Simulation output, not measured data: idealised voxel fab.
Process module, titled voxel double patterning
For reference, the cross-section in this document is cut, with width 175 nm and square cells of 5 nm.
Heads up, the way a cross-section reads in here is a grid of square cells, handed over as bands from the top down, with every band being one or more rows of cells. Top height, bottom height, nm. Materials left to right, width each, nm. Single material + "everywhere" = fills band edge to edge. "air" = empty. For the purposes of this specification, 0 denotes the height below which the wafer in its as-received condition is composed wholly of one material, and the lowermost band, lacking a lower limit, extends downward without end, as expressed in "top 0, no bottom". Think of "30->40" as a width that walks from the first number to the second as you go down the band, top row to bottom row, taking equal-sized steps from row to row. Key: "changes: none" - step with no changed cell in the cross-section. For the entry "Enclosed cavities", the listed items are empty spaces with no open way to the top whose size is 8 cells or more; each item follows the pattern width x height at distance, where distance is from the left edge and all three are in nm. The remark found on a step's line after its settings is issued by the simulator itself and pertains to that step. "overlay nm", when on a step's line for a step with a mask, measures how far to the right of its planned place the mask lay; a negative measure means to the left.
SET OUT BELOW ARE THE PLANNED STEPS OF THE PROCESS
1. RECEIVE (material Si)
2. CONFORMAL_DEP (material SiN; thk nm 10)
3. DIRECTIONAL_DEP (material SiO2; thk nm 20)
4. DIRECTIONAL_DEP (material SiCN; thk nm 10)
5. MASKED_ETCH (tone open; mask id FIRST; width nm 15; pitch nm 50; etch materials SiCN; depth nm 10; overlay nm 0)
6. DIRECTIONAL_DEP (material aC; thk nm 15)
7. PATTERN (tone open; mask id SECOND; material resist; width nm 15; thk nm 35; overlay nm 0)
8. DIRECTIONAL_ETCH (etch materials aC; depth nm 15)
9. STRIP (etch materials resist)
10. DIRECTIONAL_ETCH (etch materials SiCN; depth nm 10)
11. STRIP (etch materials aC)
12. DIRECTIONAL_ETCH (etch materials SiO2; depth nm 20)
13. STRIP (etch materials SiCN)
CROSS-SECTION OF THE WAFER AS IT CAME TO US, I.E., ALREADY THROUGH STEP 1
> top 0, no bottom: Si everywhere
> Enclosed cavities: none
CROSS-SECTION: FIRST OF TWO WAFERS, MODULE FINISHED, RUN ACCORDING TO PLAN
> top 30, bottom 10: SiO2 55 | air 15 | SiO2 10 | air 15 | SiO2 10 | air 15 | SiO2 55
> top 10, bottom 0: SiN everywhere
> top 0, no bottom: Si everywhere
> Enclosed cavities: none
NOW THE SECOND WAFER, CROSS-SECTIONED AT THE END OF THE MODULE. NOTHING DIFFERENT AT THE START, NOTHING DIFFERENT IN THE PLAN COMPARED WITH THE FIRST, JUST ONE MISTAKE WHEN IT WAS ACTUALLY RUN
> top 30, bottom 10: SiO2 65 | air 30 | SiO2 20 | air 15 | SiO2 45
> top 10, bottom 0: SiN everywhere
> top 0, no bottom: Si everywhere
> Enclosed cavities: none
Error vs. plan: note that step 5 departed from the planned setting and was carried out as MASKED_ETCH (tone open; mask id FIRST; width nm 15; pitch nm 50; etch materials SiCN; depth nm 10; overlay nm 10)
At the close, every material occupies the same number of cells on the second wafer as on the first, only in different positions.
